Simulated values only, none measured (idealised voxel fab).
The name of this process module is voxel released beams.
Section shown: cut. Width: 290 nm. Cell size: 5 nm, square.
How to read a cross-section here: the picture is a grid of square cells, written as bands going from the top down, and any band can span one or more rows of cells.
Within each band entry, the heights of the top and of the bottom of the band appear first, in that order and in nm; the materials of the band then follow from left to right, each with its corresponding width in nm. The designation "everywhere" on a single material indicates that it fills the band from edge to edge; the designation "empty" indicates empty space.
Heights from 0 (as-received wafer is one material below). Bottom band endless downward, as "from 0 down".
The two numbers in a width such as "30->40" mark its ends across the band: the first belongs to the top row of cells, the second to the bottom row, and from each row to the next the width moves by the same amount.
Where a step carries "nothing got changed", the cross-section came out of it unchanged, cell for cell.
Reported under the label "Fully sealed voids" are the empty spaces having no open way to the top and comprising 8 cells or more; the notation for each is width x height at distance, in which the distance is measured from the left edge and all three values are in nm.
On a step's line, text after the settings is the simulator commenting on that step.
The "overlay nm" setting may appear on a step's line; for a step that uses a mask, it gives how far to the right of its planned position the mask lay, and a negative value indicates the left.
Intended process steps
| 1 | RECEIVE, material Si |
| 2 | CONFORMAL_DEP, material SiN, thk nm 5 |
| 3 | DIRECTIONAL_DEP, material SiO2, thk nm 15 |
| 4 | DIRECTIONAL_DEP, material aC, thk nm 10 |
| 5 | PATTERN, tone open, mask id ANCHOR, material resist, width nm 35, thk nm 25, overlay nm 0 |
| 6 | DIRECTIONAL_ETCH, etch materials aC, depth nm 10 |
| 7 | STRIP, etch materials resist |
| 8 | DIRECTIONAL_ETCH, etch materials SiO2, depth nm 15 |
| 9 | STRIP, etch materials aC |
| 10 | CONFORMAL_DEP, material TiN, thk nm 15 |
| 11 | PATTERN, tone cover, mask id BEAM, material resist, width nm 95, thk nm 20, overlay nm 0 |
| 12 | DIRECTIONAL_ETCH, etch materials TiN, depth nm 15 |
| 13 | STRIP, etch materials resist |
| 14 | STRIP, etch materials SiO2 |
Delivered wafer in cross-section: state after step 1
from 0 down  Si everywhere
Fully sealed voids: none
End-of-module cross-section of the first of two wafers, processed as planned
from 35 to 20  95 nm empty  20 nm TiN  5 nm empty  70 nm TiN  100 nm empty
from 20 to 5  100 nm empty  35 nm TiN  155 nm empty
from 5 to 0  SiN everywhere
from 0 down  Si everywhere
Fully sealed voids: none
Wafer two (of two), end-of-module cross-section: start = wafer one, plan = wafer one, one run mistake
from 35 to 25  95 nm empty  20 nm TiN  5 nm empty  70 nm TiN  100 nm empty
from 25 to 20  115 nm TiN  5 nm empty  170 nm TiN
from 20 to 5  100 nm SiO2  35 nm TiN  155 nm SiO2
from 5 to 0  SiN everywhere
from 0 down  Si everywhere
Fully sealed voids: none
Where did the run depart from the plan? step 12 was processed under conditions differing from the plan, specifically as DIRECTIONAL_ETCH, etch materials TiN, depth nm 10
Once processing is complete, comparing cell counts shows that the second wafer has more or fewer of certain materials than the first: +153 SiO2 | +39 TiN
